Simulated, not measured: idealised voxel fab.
Title: Process Module voxel self aligned vias
FYI the section here is cut, 225 nm wide, cells are 5 nm squares.
When this document writes out a cross-section, it uses a grid of square cells and lists it as bands, beginning at the top and moving down, with a band standing for one or more rows of cells.
The entry gives the band's vertical extent as a top height and a bottom height in nm, then its horizontal make-up as materials from left to right, each with a width in nm. "empty" stands for empty space; a single material marked "everywhere" fills the band edge to edge.
Beneath 0, the wafer as received is one material, and that level is where height counting begins. The lowest band goes on downward without a bottom; it is written like "from 0 down".
You'd read "30 to 40" like this: the band's top row of cells is as wide as the first number, its bottom row is as wide as the second, and going down, every row changes width by the same amount as the row before did.
Key: "identical to before" - step with no changed cell in the cross-section.
In the "Cavities, closed" entry, you get each enclosed empty space of 8 cells or more, one with no open way to the top, written width x height at distance, distance from the left edge, in nm.
Post-settings text on a step line: simulator's own remark regarding the step.
For masked steps, "overlay nm" on the step line gives how far right of plan the mask actually lay; a minus sign means it lay to the left.

-- The process steps that were planned are listed below
1,op RECEIVE | material Si
2,op CONFORMAL_DEP | material SiO2 | thk nm 10
3,op CONFORMAL_DEP | material SiCN | thk nm 5
4,op DIRECTIONAL_DEP | material SiO2 | thk nm 20
5,op PATTERN | tone open | mask id LINES | material resist | width nm 30 | pitch nm 65 | thk nm 15 | overlay nm 0
6,op DIRECTIONAL_ETCH | etch materials SiO2 | depth nm 20
7,op STRIP | etch materials resist
8,op CONFORMAL_DEP | material TiN | thk nm 5
9,op FILL_DEP | material Ru | thk nm 10
10,op CMP | height nm 35
11,op SELECTIVE_ETCH | etch materials W Ru TiN | depth nm 5
12,op FILL_DEP | material SiN | thk nm 5
13,op CMP | height nm 35
14,op DIRECTIONAL_DEP | material SiO2 | thk nm 15
15,op PATTERN | tone open | mask id VIAS | material resist | width nm 40 | pitch nm 65 | thk nm 15 | overlay nm 0
16,op DIRECTIONAL_ETCH | etch materials SiO2 | depth nm 15
17,op DIRECTIONAL_ETCH | etch materials SiN | depth nm 5
18,op STRIP | etch materials resist
19,op CONFORMAL_DEP | material TiN | thk nm 5
20,op FILL_DEP | material Cu | thk nm 5
21,op CMP | height nm 50
22,op CONFORMAL_DEP | material SiCN | thk nm 5

-- Received-state cross-section, reflecting completion of step 1
    from 0 down  Si everywhere
    Cavities, closed: none

-- Post-module cross-section: identical start and plan to those above, one misstep in execution
    from 55 to 50  SiCN everywhere
    from 50 to 40  25 of SiO2 | 5 of TiN | 30 of Cu | 5 of TiN | 25 of SiO2 | 5 of TiN | 30 of Cu | 5 of TiN | 25 of SiO2 | 5 of TiN | 30 of Cu | 5 of TiN | 30 of SiO2
    from 40 to 35  25 of SiO2 | 15 of TiN | 10 of Cu | 15 of TiN | 25 of SiO2 | 15 of TiN | 10 of Cu | 15 of TiN | 25 of SiO2 | 15 of TiN | 10 of Cu | 15 of TiN | 30 of SiO2
    from 35 to 30  35 of SiO2 | 20 of TiN | 45 of SiO2 | 20 of TiN | 45 of SiO2 | 20 of TiN | 40 of SiO2
    from 30 to 20  35 of SiO2 | 20 of Ru | 45 of SiO2 | 20 of Ru | 45 of SiO2 | 20 of Ru | 40 of SiO2
    from 20 to 15  SiO2 everywhere
    from 15 to 10  SiCN everywhere
    from 10 to 0  SiO2 everywhere
    from 0 down  Si everywhere
    Cavities, closed: none
Error vs. plan: in deviation from the planned setting, step 8 was conducted as op CONFORMAL_DEP | material SiO2 | thk nm 5
